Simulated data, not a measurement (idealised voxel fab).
process module | voxel capacitor over wiring
cross-section cut | 240 nm wide | cells 5 nm
A cross-section is a grid of square cells, given in bands from the top down. A band is one or more rows of cells.
Each band's line starts with the height of the band's top and of its bottom, in nm. Then come its materials from left to right, each with its width in nm. One material with "throughout" fills the band from edge to edge. "air" is empty space.
Height 0 is the level under which the wafer as received is all one material. The lowest band goes on downwards, as in "0 down".
A width such as "30 to 40" changes by the same amount from each row of cells to the next, from the band's top row to its bottom row.
"no change" after a step means that no cell of the cross-section changed.
closed voids: empty space of 8 cells or more with no open way to the top, each as width x height at its distance from the left edge, in nm
after a step's settings: what the simulator itself notes on the step
overlay nm, on a step with a mask: how far to the right of its planned place the mask lay; to the left if negative
plan
1 op RECEIVE | material Si
2 op CONFORMAL_DEP | material SiO2 | thk nm 10
3 op CONFORMAL_DEP | material SiN | thk nm 5
4 op DIRECTIONAL_DEP | material SiO2 | thk nm 15
5 op PATTERN | tone open | mask id METAL_1 | material resist | width nm 30 | pitch nm 80 | thk nm 15 | overlay nm 0
6 op DIRECTIONAL_ETCH | etch materials SiO2 | depth nm 15
7 op DIRECTIONAL_ETCH | etch materials SiN | depth nm 5
8 op STRIP | etch materials resist
9 op CONFORMAL_DEP | material TiN | thk nm 5
10 op FILL_DEP | material Cu | thk nm 5
11 op CMP | height nm 30
12 op EPI | material Ru | thk nm 5
13 op FILL_DEP | material SiCN | thk nm 5
14 op DIRECTIONAL_DEP | material SiO2 | thk nm 15
15 op DIRECTIONAL_DEP | material aC | thk nm 15
16 op PATTERN | tone open | mask id PLUG_1 | material resist | width nm 15 | thk nm 30 | overlay nm 0
17 op DIRECTIONAL_ETCH | etch materials aC | depth nm 15
18 op STRIP | etch materials resist
19 op DIRECTIONAL_ETCH | etch materials SiO2 | depth nm 15
20 op DIRECTIONAL_ETCH | etch materials SiCN | depth nm 5
21 op STRIP | etch materials aC
22 op CONFORMAL_DEP | material TiN | thk nm 5
23 op FILL_DEP | material W | thk nm 10
24 op CMP | height nm 55
25 op DIRECTIONAL_DEP | material TiN | thk nm 10
26 op DIRECTIONAL_DEP | material Al2O3 | thk nm 5
27 op DIRECTIONAL_DEP | material TiN | thk nm 5
28 op MASKED_ETCH | tone cover | mask id UPPER_PLATE | width nm 55 | etch materials TiN | depth nm 5 | overlay nm 0
29 op MASKED_ETCH | tone cover | mask id UPPER_PLATE | width nm 55 | etch materials Al2O3 | depth nm 5 | overlay nm 0
30 op MASKED_ETCH | tone cover | mask id LOWER_PLATE | width nm 65 | etch materials TiN | depth nm 10 | overlay nm 0
31 op FILL_DEP | material SiO2 | thk nm 20
32 op CMP | height nm 90
33 op DIRECTIONAL_DEP | material aC | thk nm 15
34 op PATTERN | tone open | mask id PLUG_2 | material resist | width nm 15 | thk nm 35 | overlay nm 0
35 op DIRECTIONAL_ETCH | etch materials aC | depth nm 15
36 op STRIP | etch materials resist
37 op DIRECTIONAL_ETCH | etch materials SiO2 | depth nm 15
38 op STRIP | etch materials aC
39 op CONFORMAL_DEP | material TiN | thk nm 5
40 op FILL_DEP | material Ru | thk nm 5
41 op CMP | height nm 90
42 op CONFORMAL_DEP | material SiN | thk nm 5
as received, after step 1
  0 down: Si throughout
  closed voids: none
a wafer at the end: this start, this plan, one mistake
  95 to 90: SiN throughout
  90 to 80: SiO2 90 | TiN 5 | Ru 5 | TiN 5 | SiO2 135
  80 to 70: SiO2 90 to 80 | TiN 15 to 55 | SiO2 135 to 105
  70 to 65: SiO2 80 | Al2O3 55 | SiO2 105
  65 to 55: SiO2 75 | TiN 65 | SiO2 100
  55 to 40: SiO2 80 | TiN 5 | W 5 | TiN 5 | SiO2 145
  40 to 35: SiCN 80 | TiN 15 | SiCN 145
  35 to 30: SiCN 60 | Ru 40 | SiCN 40 | Ru 40 | SiCN 60
  30 to 20: SiO2 65 | TiN 5 | Cu 20 | TiN 5 | SiO2 50 | TiN 5 | Cu 20 | TiN 5 | SiO2 65
  20 to 15: SiO2 65 | TiN 30 | SiO2 50 | TiN 30 | SiO2 65
  15 to 10: W throughout
  10 to 0: SiO2 throughout
  0 down: Si throughout
  closed voids: none
what went wrong: step 3 ran as: op CONFORMAL_DEP | material W | thk nm 5
